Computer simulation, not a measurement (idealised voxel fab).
process module | voxel trench capacitor
cross-section cut | 285 nm wide | cells 5 nm
A cross-section is a grid of square cells, given in bands from the top down. A band is one or more rows of cells.
Each band's line starts with the height of the band's top and of its bottom, in nm. Then come its materials from left to right, each with its width in nm. One material with "throughout" fills the band from edge to edge. "air" is empty space.
Height 0 is the level under which the wafer as received is all one material. The lowest band goes on downwards, as in "0 down".
A width such as "30 to 40" changes by the same amount from each row of cells to the next, from the band's top row to its bottom row.
"no change" after a step means that no cell of the cross-section changed.
closed voids: empty space of 8 cells or more with no open way to the top, each as width x height at its distance from the left edge, in nm
after a step's settings: what the simulator itself notes on the step
overlay nm, on a step with a mask: how far to the right of its planned place the mask lay; to the left if negative
plan
1 op RECEIVE | material Si
2 op CONFORMAL_DEP | material SiN | thk nm 10
3 op PATTERN | tone open | mask id TRENCH | material resist | width nm 25 | pitch nm 55 | thk nm 20 | overlay nm 0
4 op DIRECTIONAL_ETCH | etch materials SiN | depth nm 10
5 op DIRECTIONAL_ETCH | etch materials Si | depth nm 40
6 op STRIP | etch materials resist
7 op CONFORMAL_DEP | material HfO2 | thk nm 5
8 op CONFORMAL_DEP | material TiN | thk nm 5
9 op FILL_DEP | material W | thk nm 10
10 op CMP | height nm 10
first wafer, as planned
as received, after step 1
  0 down: Si throughout
  closed voids: none
after step 2
  10 to 0: SiN throughout
  below 0: unchanged
after step 3
  30 to 10: resist 100 | air 25 | resist 30 | air 25 | resist 105
  below 10: unchanged
after step 4
  30 to 10: resist 100 | air 25 | resist 30 | air 25 | resist 105
  10 to 0: SiN 100 | air 25 | SiN 30 | air 25 | SiN 105
  below 0: unchanged
after step 5
  30 to 10: resist 100 | air 25 | resist 30 | air 25 | resist 105
  10 to 0: SiN 100 | air 25 | SiN 30 | air 25 | SiN 105
  0 to -40: Si 100 | air 25 | Si 30 | air 25 | Si 105
  below -40: unchanged
after step 6
  10 to 0: SiN 100 | air 25 | SiN 30 | air 25 | SiN 105
  below 0: unchanged
after step 7
  15 to 10: HfO2 105 | air 15 | HfO2 40 | air 15 | HfO2 110
  10 to 0: SiN 100 | HfO2 5 | air 15 | HfO2 5 | SiN 30 | HfO2 5 | air 15 | HfO2 5 | SiN 105
  0 to -35: Si 100 | HfO2 5 | air 15 | HfO2 5 | Si 30 | HfO2 5 | air 15 | HfO2 5 | Si 105
  -35 to -40: Si 100 | HfO2 25 | Si 30 | HfO2 25 | Si 105
  below -40: unchanged
after step 8
  20 to 15: TiN 110 | air 5 | TiN 50 | air 5 | TiN 115
  15 to 10: HfO2 105 | TiN 5 | air 5 | TiN 5 | HfO2 40 | TiN 5 | air 5 | TiN 5 | HfO2 110
  10 to 0: SiN 100 | HfO2 5 | TiN 5 | air 5 | TiN 5 | HfO2 5 | SiN 30 | HfO2 5 | TiN 5 | air 5 | TiN 5 | HfO2 5 | SiN 105
  0 to -30: Si 100 | HfO2 5 | TiN 5 | air 5 | TiN 5 | HfO2 5 | Si 30 | HfO2 5 | TiN 5 | air 5 | TiN 5 | HfO2 5 | Si 105
  -30 to -35: Si 100 | HfO2 5 | TiN 15 | HfO2 5 | Si 30 | HfO2 5 | TiN 15 | HfO2 5 | Si 105
  below -35: unchanged
after step 9
  30 to 20: W throughout
  20 to 15: TiN 110 | W 5 | TiN 50 | W 5 | TiN 115
  15 to 10: HfO2 105 | TiN 5 | W 5 | TiN 5 | HfO2 40 | TiN 5 | W 5 | TiN 5 | HfO2 110
  10 to 0: SiN 100 | HfO2 5 | TiN 5 | W 5 | TiN 5 | HfO2 5 | SiN 30 | HfO2 5 | TiN 5 | W 5 | TiN 5 | HfO2 5 | SiN 105
  0 to -30: Si 100 | HfO2 5 | TiN 5 | W 5 | TiN 5 | HfO2 5 | Si 30 | HfO2 5 | TiN 5 | W 5 | TiN 5 | HfO2 5 | Si 105
  below -30: unchanged
after step 10
  10 to 0: SiN 100 | HfO2 5 | TiN 5 | W 5 | TiN 5 | HfO2 5 | SiN 30 | HfO2 5 | TiN 5 | W 5 | TiN 5 | HfO2 5 | SiN 105
  below 0: unchanged
second wafer: like start, like plan, one mistake. Through step 9 it matches the first wafer
when step 10 should have ended
  20 to 15: TiN 110 | W 5 | TiN 50 | W 5 | TiN 115
  below 15: unchanged
what went wrong: step 10 ran as: op CMP | height nm 20
at the end the second wafer has, in cells: 51 more of HfO2 | 59 more of TiN | 4 more of W
